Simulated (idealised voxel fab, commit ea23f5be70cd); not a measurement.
Herein follows the process module entitled voxel ribs on slabs.
Cross-section cut: width 265 nm, square cells of 5 nm.
A cross-section is a grid of square cells, given in bands from the top down. A band is one or more rows of cells. Band: top and bottom heights (nm) first, top before bottom; then materials from left to right, widths in nm. "full width" marks a sole material filling the band edge to edge. "air" denotes empty space. Counting heights begins at 0, where everything beneath is, in the wafer as received, one material. The lowest band has no bottom; it goes on downwards, as "top 0, no bottom" shows. Width "30..40": first value at the band's top row of cells, second value at its bottom row, equal change from row to row. Where the words "remained the same" appear for a step, the cross-section shows no cell changed by that step; every cell remained as before. The list in "Enclosed cavity list" covers empty spaces of 8 cells or more that cannot reach the top through any open way, and it gives each as width x height at distance; the distance is from the left edge, and width, height and distance are in nm. Read whatever lies past the settings on a step's line as the simulator's own remark about the step. overlay nm: how far to the right of its planned place the mask lay on this masked step (negative: to the left).

Steps planned for the process
| 1 | RECEIVE,material Si |
| 2 | DIRECTIONAL_DEP,material SiO2,thk nm 10 |
| 3 | DIRECTIONAL_DEP,material SiN,thk nm 25 |
| 4 | PATTERN,tone cover,mask id RIB,material resist,width nm 15,thk nm 15,overlay nm 0 |
| 5 | DIRECTIONAL_ETCH,etch materials SiN,depth nm 15 |
| 6 | STRIP,etch materials resist |
| 7 | MASKED_ETCH,tone cover,mask id SLAB,width nm 65,etch materials SiN,depth nm 10,overlay nm 0 |
| 8 | FILL_DEP,material SiO2,thk nm 30 |
| 9 | CMP,height nm 65 |
| 10 | DIRECTIONAL_DEP,material W,thk nm 5 |
| 11 | DIRECTIONAL_DEP,material aC,thk nm 10 |
| 12 | PATTERN,tone cover,mask id HEATER,material resist,width nm 25,thk nm 25,overlay nm 0 |
| 13 | DIRECTIONAL_ETCH,etch materials aC,depth nm 10 |
| 14 | STRIP,etch materials resist |
| 15 | DIRECTIONAL_ETCH,etch materials W,depth nm 5 |
| 16 | STRIP,etch materials aC |
| 17 | CONFORMAL_DEP,material SiN,thk nm 10 |
Wafer-to-wafer difference: thk nm, step 2. Common start. Plan = first wafer's value.

Received wafers, first of several: cross-section after step 1
- top 0, no bottom: Si full width
- Enclosed cavity list: none

Below, a row for every wafer. Read it as the end-of-module picture: for each material the wafer shows its cells gained (+) or lost (-) since it was received, and then its closed voids
thk nm 10 | +145 SiN | +654 SiO2 | +5 W | Enclosed cavity list: none
thk nm 15 | +145 SiN | +654 SiO2 | +5 W | Enclosed cavity list: none
thk nm 20 | +145 SiN | +654 SiO2 | +5 W | Enclosed cavity list: none
thk nm 25 | +145 SiN | +654 SiO2 | +5 W | Enclosed cavity list: none
thk nm 30 | +145 SiN | +654 SiO2 | +5 W | Enclosed cavity list: none
thk nm 35 | +145 SiN | +654 SiO2 | +5 W | Enclosed cavity list: none
